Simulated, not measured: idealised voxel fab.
process module | voxel quadruple lines
cross-section cut | 280 nm wide | cells 5 nm
A cross-section is a grid of square cells, given in bands from the top down. A band is one or more rows of cells.
Each band's line starts with the height of the band's top and of its bottom, in nm. Then come its materials from left to right, each with its width in nm. One material with "throughout" fills the band from edge to edge. "air" is empty space.
Height 0 is the level under which the wafer as received is all one material. The lowest band goes on downwards, as in "0 down".
A width such as "30 to 40" changes by the same amount from each row of cells to the next, from the band's top row to its bottom row.
"no change" after a step means that no cell of the cross-section changed.
closed voids: empty space of 8 cells or more with no open way to the top, each as width x height at its distance from the left edge, in nm
after a step's settings: what the simulator itself notes on the step
overlay nm, on a step with a mask: how far to the right of its planned place the mask lay; to the left if negative
plan
1 op RECEIVE | material Si
2 op CONFORMAL_DEP | material SiO2 | thk nm 5
3 op DIRECTIONAL_DEP | material W | thk nm 10
4 op DIRECTIONAL_DEP | material polySi | thk nm 15
5 op DIRECTIONAL_DEP | material aC | thk nm 25
6 op PATTERN | tone cover | mask id MANDREL | material resist | width nm 30 | thk nm 35 | overlay nm 0
7 op DIRECTIONAL_ETCH | etch materials aC | depth nm 25
8 op STRIP | etch materials resist
9 op CONFORMAL_DEP | material SiO2 | thk nm 10
10 op DIRECTIONAL_ETCH | etch materials SiO2 | depth nm 10
11 op STRIP | etch materials aC
12 op DIRECTIONAL_ETCH | etch materials polySi | depth nm 15
13 op STRIP | etch materials SiO2
14 op CONFORMAL_DEP | material SiN | thk nm 10
15 op DIRECTIONAL_ETCH | etch materials SiN | depth nm 10
16 op STRIP | etch materials polySi
17 op DIRECTIONAL_ETCH | etch materials W | depth nm 10
18 op STRIP | etch materials SiN
first wafer, as planned
as received, after step 1
  0 down: Si throughout
  closed voids: none
after step 2
  5 to 0: SiO2 throughout
  below 0: unchanged
after step 3
  15 to 5: W throughout
  below 5: unchanged
after step 4
  30 to 15: polySi throughout
  below 15: unchanged
after step 5
  55 to 30: aC throughout
  below 30: unchanged
after step 6
  90 to 55: air 125 | resist 30 | air 125
  below 55: unchanged
after step 7
  65 to 55: air 125 | resist 30 | air 125
  55 to 30: air 125 | aC 30 | air 125
  below 30: unchanged
after step 8
  55 to 30: air 125 | aC 30 | air 125
  below 30: unchanged
after step 9
  65 to 55: air 115 | SiO2 50 | air 115
  55 to 40: air 115 | SiO2 10 | aC 30 | SiO2 10 | air 115
  40 to 30: SiO2 125 | aC 30 | SiO2 125
  below 30: unchanged
after step 10
  55 to 30: air 115 | SiO2 10 | aC 30 | SiO2 10 | air 115
  below 30: unchanged
after step 11
  55 to 30: air 115 | SiO2 10 | air 30 | SiO2 10 | air 115
  below 30: unchanged
after step 12
  55 to 30: air 115 | SiO2 10 | air 30 | SiO2 10 | air 115
  30 to 15: air 115 | polySi 10 | air 30 | polySi 10 | air 115
  below 15: unchanged
after step 13
  30 to 15: air 115 | polySi 10 | air 30 | polySi 10 | air 115
  below 15: unchanged
after step 14
  40 to 30: air 105 | SiN 30 | air 10 | SiN 30 | air 105
  30 to 25: air 105 | SiN 10 | polySi 10 | SiN 10 | air 10 | SiN 10 | polySi 10 | SiN 10 | air 105
  25 to 15: SiN 115 | polySi 10 | SiN 30 | polySi 10 | SiN 115
  below 15: unchanged
after step 15
  30 to 15: air 105 | SiN 10 | polySi 10 | SiN 10 | air 10 | SiN 10 | polySi 10 | SiN 10 | air 105
  below 15: unchanged
after step 16
  30 to 15: air 105 | SiN 10 | air 10 | SiN 10 | air 10 | SiN 10 | air 10 | SiN 10 | air 105
  below 15: unchanged
after step 17
  30 to 15: air 105 | SiN 10 | air 10 | SiN 10 | air 10 | SiN 10 | air 10 | SiN 10 | air 105
  15 to 5: air 105 | W 10 | air 10 | W 10 | air 10 | W 10 | air 10 | W 10 | air 105
  below 5: unchanged
after step 18
  15 to 5: air 105 | W 10 | air 10 | W 10 | air 10 | W 10 | air 10 | W 10 | air 105
  below 5: unchanged
second wafer: like start, like plan, one mistake. Through step 1 it matches the first wafer
when step 2 should have ended: no change
when step 3 should have ended
  10 to 0: W throughout
  below 0: unchanged
when step 4 should have ended
  25 to 10: polySi throughout
  below 10: unchanged
when step 5 should have ended
  50 to 25: aC throughout
  below 25: unchanged
when step 6 should have ended
  85 to 50: air 125 | resist 30 | air 125
  below 50: unchanged
when step 7 should have ended
  60 to 50: air 125 | resist 30 | air 125
  50 to 25: air 125 | aC 30 | air 125
  below 25: unchanged
when step 8 should have ended
  50 to 25: air 125 | aC 30 | air 125
  below 25: unchanged
when step 9 should have ended
  60 to 50: air 115 | SiO2 50 | air 115
  50 to 35: air 115 | SiO2 10 | aC 30 | SiO2 10 | air 115
  35 to 25: SiO2 125 | aC 30 | SiO2 125
  below 25: unchanged
when step 10 should have ended
  50 to 25: air 115 | SiO2 10 | aC 30 | SiO2 10 | air 115
  below 25: unchanged
when step 11 should have ended
  50 to 25: air 115 | SiO2 10 | air 30 | SiO2 10 | air 115
  below 25: unchanged
when step 12 should have ended
  50 to 25: air 115 | SiO2 10 | air 30 | SiO2 10 | air 115
  25 to 10: air 115 | polySi 10 | air 30 | polySi 10 | air 115
  below 10: unchanged
when step 13 should have ended
  25 to 10: air 115 | polySi 10 | air 30 | polySi 10 | air 115
  below 10: unchanged
when step 14 should have ended
  35 to 25: air 105 | SiN 30 | air 10 | SiN 30 | air 105
  25 to 20: air 105 | SiN 10 | polySi 10 | SiN 10 | air 10 | SiN 10 | polySi 10 | SiN 10 | air 105
  20 to 10: SiN 115 | polySi 10 | SiN 30 | polySi 10 | SiN 115
  below 10: unchanged
when step 15 should have ended
  25 to 10: air 105 | SiN 10 | polySi 10 | SiN 10 | air 10 | SiN 10 | polySi 10 | SiN 10 | air 105
  below 10: unchanged
when step 16 should have ended
  25 to 10: air 105 | SiN 10 | air 10 | SiN 10 | air 10 | SiN 10 | air 10 | SiN 10 | air 105
  below 10: unchanged
when step 17 should have ended
  25 to 10: air 105 | SiN 10 | air 10 | SiN 10 | air 10 | SiN 10 | air 10 | SiN 10 | air 105
  10 to 0: air 105 | W 10 | air 10 | W 10 | air 10 | W 10 | air 10 | W 10 | air 105
  below 0: unchanged
when step 18 should have ended
  10 to 0: air 105 | W 10 | air 10 | W 10 | air 10 | W 10 | air 10 | W 10 | air 105
  below 0: unchanged
what went wrong: step 2 was left out
at the end the second wafer has, in cells: 56 fewer of SiO2
